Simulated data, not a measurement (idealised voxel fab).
Process module, titled voxel lift off
Shown is cross-section cut, with a width of 295 nm and square cells of size 5 nm.
Reading order for cross-sections: top band down to bottom band. Underlying form: a grid of square cells. Band size: one or more rows of cells. In this notation a band is specified by the heights of its top and bottom, in that order and in nm, after which its materials appear from left to right, each paired with its width in nm. The word "all across" attached to a single material means that material fills the band from edge to edge; the word "air" stands for empty space. The level at which height equals 0 is the one under which the wafer, as it arrives, is entirely one material. No lower edge exists for the bottom band, which continues downward and is notated as in "top 0, no bottom". Width spec "30 to 40" -> top row of cells at first value, bottom row at second value, equal per-row change in between. Key: "no alteration" - step with no changed cell in the cross-section. Look at "Closed void catalog" for the closed voids: empty spaces with no open path to the top, sized 8 cells or up. Each is width x height at distance, distance from the left edge, all nm. Where a step's line continues beyond its settings, the continuation is a remark by the simulator itself on that step. overlay nm: on a step with a mask, how far right of its planned place the mask lay; negative means left.

The planned process steps are enumerated hereunder
1. RECEIVE: material Si
2. CONFORMAL_DEP: material SiN, thk nm 15
3. PATTERN: tone open, mask id LINES, material resist, width nm 20, pitch nm 35, thk nm 30, overlay nm 0
4. DIRECTIONAL_DEP: material Ru, thk nm 15
5. STRIP: etch materials resist
6. CONFORMAL_DEP: material SiN, thk nm 5

Of two wafers, the first: run according to plan

Cross-sectional view of the wafer in its as-received condition, corresponding to the state after step 1
  top 0, no bottom | Si all across
  Closed void catalog: none

Sectional view: wafer, after step 2
  top 15, bottom 0 | SiN all across
  Under 0: no change, same as before.

Sectional view: wafer, after step 3
  top 45, bottom 15 | 120 of resist  20 of air  15 of resist  20 of air  120 of resist
  Under 15: no change, same as before.

Sectional view: wafer, after step 4
  top 60, bottom 45 | 120 of Ru  20 of air  15 of Ru  20 of air  120 of Ru
  top 45, bottom 30 | 120 of resist  20 of air  15 of resist  20 of air  120 of resist
  top 30, bottom 15 | 120 of resist  20 of Ru  15 of resist  20 of Ru  120 of resist
  Under 15: no change, same as before.

Sectional view: wafer, after step 5
  top 30, bottom 15 | 120 of air  20 of Ru  15 of air  20 of Ru  120 of air
  Under 15: no change, same as before.

Sectional view: wafer, after step 6
  top 35, bottom 30 | 115 of air  30 of SiN  5 of air  30 of SiN  115 of air
  top 30, bottom 20 | 115 of air  5 of SiN  20 of Ru  5 of SiN  5 of air  5 of SiN  20 of Ru  5 of SiN  115 of air
  top 20, bottom 15 | 120 of SiN  20 of Ru  15 of SiN  20 of Ru  120 of SiN
  Under 15: no change, same as before.

The remaining wafer, second of the two, started like the first and was run to the same plan, except that one mistake was made along the way; the two coincide through step 3, inclusive

Planned end of step 4: second wafer, cross-section
  top 70, bottom 45 | 120 of Ru  20 of air  15 of Ru  20 of air  120 of Ru
  top 45, bottom 40 | 120 of resist  20 of air  15 of resist  20 of air  120 of resist
  top 40, bottom 15 | 120 of resist  20 of Ru  15 of resist  20 of Ru  120 of resist
  Under 15: no change, same as before.

Planned end of step 5: second wafer, cross-section
  top 40, bottom 15 | 120 of air  20 of Ru  15 of air  20 of Ru  120 of air
  Under 15: no change, same as before.

Planned end of step 6: second wafer, cross-section
  top 45, bottom 40 | 115 of air  30 of SiN  5 of air  30 of SiN  115 of air
  top 40, bottom 20 | 115 of air  5 of SiN  20 of Ru  5 of SiN  5 of air  5 of SiN  20 of Ru  5 of SiN  115 of air
  top 20, bottom 15 | 120 of SiN  20 of Ru  15 of SiN  20 of Ru  120 of SiN
  Under 15: no change, same as before.
Finding, execution versus plan: step 4 did not happen as planned, as run it was DIRECTIONAL_DEP: material Ru, thk nm 25
The second wafer ends with more or fewer cells of some materials than the first, per final count: Ru +16 | SiN +8
